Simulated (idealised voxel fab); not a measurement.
The process module that follows is named voxel transistor to metal.
FYI the section here is cut, 205 nm wide, cells are 5 nm squares.
Square cells in a grid make up a cross-section in this document, and the grid is given as bands, listed from the top down, each one or more rows of cells.
It is stipulated that each band's entry specify, in nanometres, the height of the top of the band and then that of its bottom, followed by the materials of the band in left-to-right sequence, each together with its width in nanometres. A single material marked by the word "everywhere" is understood to fill the band from edge to edge; the word "air" is understood to denote empty space.
Heights are expressed relative to 0, this being the level below which the as-received wafer comprises one material exclusively. The lowest band is unbounded in the downward direction and is denoted as in "from 0 down".
Width: "30 to 40" (first number = top row, second number = bottom row, same change from row to row of cells).
"no change" means the step left every cell of the cross-section as it was.
Enclosed voids (no open way to top), threshold 8 cells or more, entry "Closed empty spaces", notation width x height at distance, distance from left edge, nm.
Where a step's line continues beyond its settings, the continuation is a remark by the simulator itself on that step.
overlay nm: where the mask lay relative to plan, measured to the right, on steps with a mask; negatives go left.
# Planned process steps
- 1: op RECEIVE | material Si
- 2: op OXIDIZE | depth nm 5
- 3: op CONFORMAL_DEP | material SiN | thk nm 10
- 4: op MASKED_ETCH | tone cover | mask id ACTIVE | width nm 95 | etch materials SiN | depth nm 10 | overlay nm 0
- 5: op MASKED_ETCH | tone cover | mask id ACTIVE | width nm 95 | etch materials SiO2 | depth nm 5 | overlay nm 0
- 6: op MASKED_ETCH | tone cover | mask id ACTIVE | width nm 95 | etch materials Si | depth nm 30 | overlay nm 0
- 7: op OXIDIZE | depth nm 5
- 8: op FILL_DEP | material SiO2 | thk nm 5
- 9: op CMP | height nm 10
- 10: op SELECTIVE_ETCH | etch materials SiO2 | depth nm 5
- 11: op STRIP | etch materials SiN
- 12: op SELECTIVE_ETCH | etch materials SiO2 | depth nm 5
- 13: op OXIDIZE | depth nm 5
- 14: op DIRECTIONAL_DEP | material polySi | thk nm 20
- 15: op DIRECTIONAL_DEP | material SiCN | thk nm 10
- 16: op MASKED_ETCH | tone cover | mask id GATE | width nm 25 | etch materials SiCN | depth nm 20 | overlay nm 0
- 17: op MASKED_ETCH | tone cover | mask id GATE | width nm 25 | etch materials polySi | depth nm 30 | overlay nm 0
- 18: op CONFORMAL_DEP | material SiO2 | thk nm 5
- 19: op DIRECTIONAL_ETCH | etch materials SiO2 | depth nm 5
- 20: op CONFORMAL_DEP | material SiN | thk nm 5
- 21: op DIRECTIONAL_ETCH | etch materials SiN | depth nm 5
- 22: op DIRECTIONAL_ETCH | etch materials SiO2 | depth nm 5
- 23: op EPI | material pSi | thk nm 5
- 24: op FILL_DEP | material SiO2 | thk nm 10
- 25: op CMP | height nm 25
- 26: op DIRECTIONAL_DEP | material SiO2 | thk nm 10
- 27: op DIRECTIONAL_DEP | material aC | thk nm 15
- 28: op PATTERN | tone open | mask id CONTACT | material resist | width nm 15 | pitch nm 70 | thk nm 35 | overlay nm 0
- 29: op DIRECTIONAL_ETCH | etch materials aC | depth nm 15
- 30: op STRIP | etch materials resist
- 31: op DIRECTIONAL_ETCH | etch materials SiO2 | depth nm 40
- 32: op STRIP | etch materials aC
- 33: op CONFORMAL_DEP | material TiN | thk nm 5
- 34: op FILL_DEP | material W | thk nm 10
- 35: op CMP | height nm 35
- 36: op CONFORMAL_DEP | material SiCN | thk nm 5
- 37: op DIRECTIONAL_DEP | material lowk | thk nm 20
- 38: op MASKED_ETCH | tone open | mask id METAL_1 | width nm 15 | pitch nm 70 | etch materials lowk | depth nm 20 | overlay nm 0
- 39: op MASKED_ETCH | tone open | mask id METAL_1 | width nm 15 | pitch nm 70 | etch materials SiCN | depth nm 5 | overlay nm 0
- 40: op CONFORMAL_DEP | material TiN | thk nm 5
- 41: op FILL_DEP | material Cu | thk nm 10
- 42: op CMP | height nm 60
- 43: op CONFORMAL_DEP | material SiN | thk nm 5
What sets these wafers apart? The thk nm at step 36. They all start alike, and the plan carries the first wafer's value.
# As-received cross-section, first of several wafers, post step 1
> from 0 down = Si everywhere
> Closed empty spaces: none
# The cross-section of the first of several wafers is given below for the end of the module, after its final step, step 43
> from 65 to 60 = SiN everywhere
> from 60 to 40 = lowk: 60 | TiN: 5 | Cu: 5 | TiN: 5 | lowk: 55 | TiN: 5 | Cu: 5 | TiN: 5 | lowk: 60
> from 40 to 35 = SiCN: 60 | TiN: 15 | SiCN: 55 | TiN: 15 | SiCN: 60
> from 35 to 25 = SiO2: 60 | TiN: 5 | W: 5 | TiN: 5 | SiO2: 55 | TiN: 5 | W: 5 | TiN: 5 | SiO2: 60
> from 25 to 15 = SiO2: 60 | TiN: 5 | W: 5 | TiN: 5 | SiO2: 5 | SiN: 5 | SiO2: 5 | SiCN: 25 | SiO2: 5 | SiN: 5 | SiO2: 5 | TiN: 5 | W: 5 | TiN: 5 | SiO2: 60
> from 15 to 0 = SiO2: 60 | TiN: 5 | W: 5 | TiN: 5 | SiO2: 5 | SiN: 5 | SiO2: 5 | polySi: 25 | SiO2: 5 | SiN: 5 | SiO2: 5 | TiN: 5 | W: 5 | TiN: 5 | SiO2: 60
> from 0 to -5 = SiO2: 55 | SiN: 5 | TiN: 15 | SiO2: 5 | SiN: 5 | SiO2: 5 | polySi: 25 | SiO2: 5 | SiN: 5 | SiO2: 5 | TiN: 15 | SiN: 5 | SiO2: 55
> from -5 to -10 = SiO2: 60 | pSi: 20 | SiO2: 45 | pSi: 20 | SiO2: 60
> from -10 to -40 = SiO2: 60 | Si: 85 | SiO2: 60
> from -40 down = Si everywhere
> Closed empty spaces: none
# Last-wafer cross-section at the end of the module
> from 65 to 60 = SiN everywhere
> from 60 to 55 = lowk: 60 | TiN: 5 | Cu: 5 | TiN: 5 | lowk: 55 | TiN: 5 | Cu: 5 | TiN: 5 | lowk: 60
> from 55 to 50 = SiCN: 60 | TiN: 15 | SiCN: 55 | TiN: 15 | SiCN: 60
> from 50 to 35 = SiCN everywhere
> from 35 to 25 = SiO2: 60 | TiN: 5 | W: 5 | TiN: 5 | SiO2: 55 | TiN: 5 | W: 5 | TiN: 5 | SiO2: 60
> from 25 to 15 = SiO2: 60 | TiN: 5 | W: 5 | TiN: 5 | SiO2: 5 | SiN: 5 | SiO2: 5 | SiCN: 25 | SiO2: 5 | SiN: 5 | SiO2: 5 | TiN: 5 | W: 5 | TiN: 5 | SiO2: 60
> from 15 to 0 = SiO2: 60 | TiN: 5 | W: 5 | TiN: 5 | SiO2: 5 | SiN: 5 | SiO2: 5 | polySi: 25 | SiO2: 5 | SiN: 5 | SiO2: 5 | TiN: 5 | W: 5 | TiN: 5 | SiO2: 60
> from 0 to -5 = SiO2: 55 | SiN: 5 | TiN: 15 | SiO2: 5 | SiN: 5 | SiO2: 5 | polySi: 25 | SiO2: 5 | SiN: 5 | SiO2: 5 | TiN: 15 | SiN: 5 | SiO2: 55
> from -5 to -10 = SiO2: 60 | pSi: 20 | SiO2: 45 | pSi: 20 | SiO2: 60
> from -10 to -40 = SiO2: 60 | Si: 85 | SiO2: 60
> from -40 down = Si everywhere
> Closed empty spaces: none
# Where each wafer stands at the end of the module, a row apiece: cells of each material gained (+) or lost (-) since it was received, then closed voids
thk nm 5, +8 Cu, -226 Si, +45 SiCN, +55 SiN, +413 SiO2, +56 TiN, +14 W, +140 lowk, +8 pSi, +20 polySi, Closed empty spaces: none
thk nm 10, +6 Cu, -226 Si, +86 SiCN, +55 SiN, +413 SiO2, +52 TiN, +14 W, +105 lowk, +8 pSi, +20 polySi, Closed empty spaces: none
thk nm 15, +4 Cu, -226 Si, +127 SiCN, +55 SiN, +413 SiO2, +48 TiN, +14 W, +70 lowk, +8 pSi, +20 polySi, Closed empty spaces: none
thk nm 20, +2 Cu, -226 Si, +168 SiCN, +55 SiN, +413 SiO2, +44 TiN, +14 W, +35 lowk, +8 pSi, +20 polySi, Closed empty spaces: none
